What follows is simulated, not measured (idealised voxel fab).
Name of the process module below: voxel ribs on slabs
Cross-sectional view cut (width: 260 nm; square cell size: 5 nm).
A cross-section is a grid of square cells, given in bands from the top down. A band is one or more rows of cells. Look at the band entry: it leads with the top's height and the bottom's height in nm. Then it lists the materials left to right, with a width in nm for each. The word "everywhere" on a single material says that material fills the band edge to edge. The word "blank" is empty space. For the purposes of this specification, 0 denotes the height below which the wafer in its as-received condition is composed wholly of one material, and the lowermost band, lacking a lower limit, extends downward without end, as expressed in "0 and below". A width such as "30..40" changes by the same amount from each row of cells to the next, from the band's top row to its bottom row. Basically "no alterations made" means that step didn't change any cell in the cross-section. For the entry "Closed void entries", the listed items are empty spaces with no open way to the top whose size is 8 cells or more; each item follows the pattern width x height at distance, where distance is from the left edge and all three are in nm. The remark found on a step's line after its settings is issued by the simulator itself and pertains to that step. overlay nm: mask right of planned place by this much (step with mask). Neg. = left.
## The process steps that were planned are listed below
- 1: RECEIVE,material Si
- 2: DIRECTIONAL_DEP,material SiO2,thk nm 30
- 3: DIRECTIONAL_DEP,material SiN,thk nm 15
- 4: PATTERN,tone cover,mask id RIB,material resist,width nm 25,thk nm 15,overlay nm 0
- 5: DIRECTIONAL_ETCH,etch materials SiN,depth nm 5
- 6: STRIP,etch materials resist
- 7: MASKED_ETCH,tone cover,mask id SLAB,width nm 55,etch materials SiN,depth nm 10,overlay nm 0
- 8: FILL_DEP,material SiO2,thk nm 25
- 9: CMP,height nm 65
- 10: DIRECTIONAL_DEP,material TiN,thk nm 5
- 11: MASKED_ETCH,tone cover,mask id HEATER,width nm 35,etch materials TiN,depth nm 5,overlay nm 0
- 12: CONFORMAL_DEP,material SiO2,thk nm 5
## Concerning the first of two wafers, which was run in accordance with the plan
## Delivered wafer in cross-section: state after step 1
> 0 and below  Si everywhere
> Closed void entries: none
## Cross-sectional representation of the wafer at the conclusion of step 2
> 30 down to 0  SiO2 everywhere
> Under 0: no change, same as before.
## Cross-sectional representation of the wafer at the conclusion of step 3
> 45 down to 30  SiN everywhere
> Under 30: no change, same as before.
## Cross-sectional representation of the wafer at the conclusion of step 4
> 60 down to 45  115 nm blank | 25 nm resist | 120 nm blank
> Under 45: no change, same as before.
## Cross-sectional representation of the wafer at the conclusion of step 5
> 60 down to 45  115 nm blank | 25 nm resist | 120 nm blank
> 45 down to 40  115 nm blank | 25 nm SiN | 120 nm blank
> Under 40: no change, same as before.
## Cross-sectional representation of the wafer at the conclusion of step 6
> 45 down to 40  115 nm blank | 25 nm SiN | 120 nm blank
> Under 40: no change, same as before.
## Cross-sectional representation of the wafer at the conclusion of step 7
> 45 down to 40  115 nm blank | 25 nm SiN | 120 nm blank
> 40 down to 30  100 nm blank | 55 nm SiN | 105 nm blank
> Under 30: no change, same as before.
## Cross-sectional representation of the wafer at the conclusion of step 8
> 70 down to 45  SiO2 everywhere
> 45 down to 40  115 nm SiO2 | 25 nm SiN | 120 nm SiO2
> 40 down to 30  100 nm SiO2 | 55 nm SiN | 105 nm SiO2
> Under 30: no change, same as before.
## Cross-sectional representation of the wafer at the conclusion of step 9
> 65 down to 45  SiO2 everywhere
> Under 45: no change, same as before.
## Cross-sectional representation of the wafer at the conclusion of step 10
> 70 down to 65  TiN everywhere
> Under 65: no change, same as before.
## Cross-sectional representation of the wafer at the conclusion of step 11
> 70 down to 65  110 nm blank | 35 nm TiN | 115 nm blank
> Under 65: no change, same as before.
## Cross-sectional representation of the wafer at the conclusion of step 12
> 75 down to 70  105 nm blank | 45 nm SiO2 | 110 nm blank
> 70 down to 65  110 nm SiO2 | 35 nm TiN | 115 nm SiO2
> Under 65: no change, same as before.
## Second Wafer (Identical Start and Plan, One Processing Error; Matches First Wafer Through Step 9)
## Cross-sectional representation of the second wafer at the time designated in the plan for the completion of step 10
> 70 down to 45  SiO2 everywhere
> Under 45: no change, same as before.
Cross-sectional representation of the second wafer at the time designated in the plan for the completion of step 11: no alterations made
## Cross-sectional representation of the second wafer at the time designated in the plan for the completion of step 12
> 75 down to 45  SiO2 everywhere
> Under 45: no change, same as before.
In executing the process, a mistake was made relative to the plan: step 10 did not happen as planned, as run it was DIRECTIONAL_DEP,material SiO2,thk nm 5
FYI, end of process, the second wafer has more or fewer cells of some materials than the first: +50 SiO2, -7 TiN
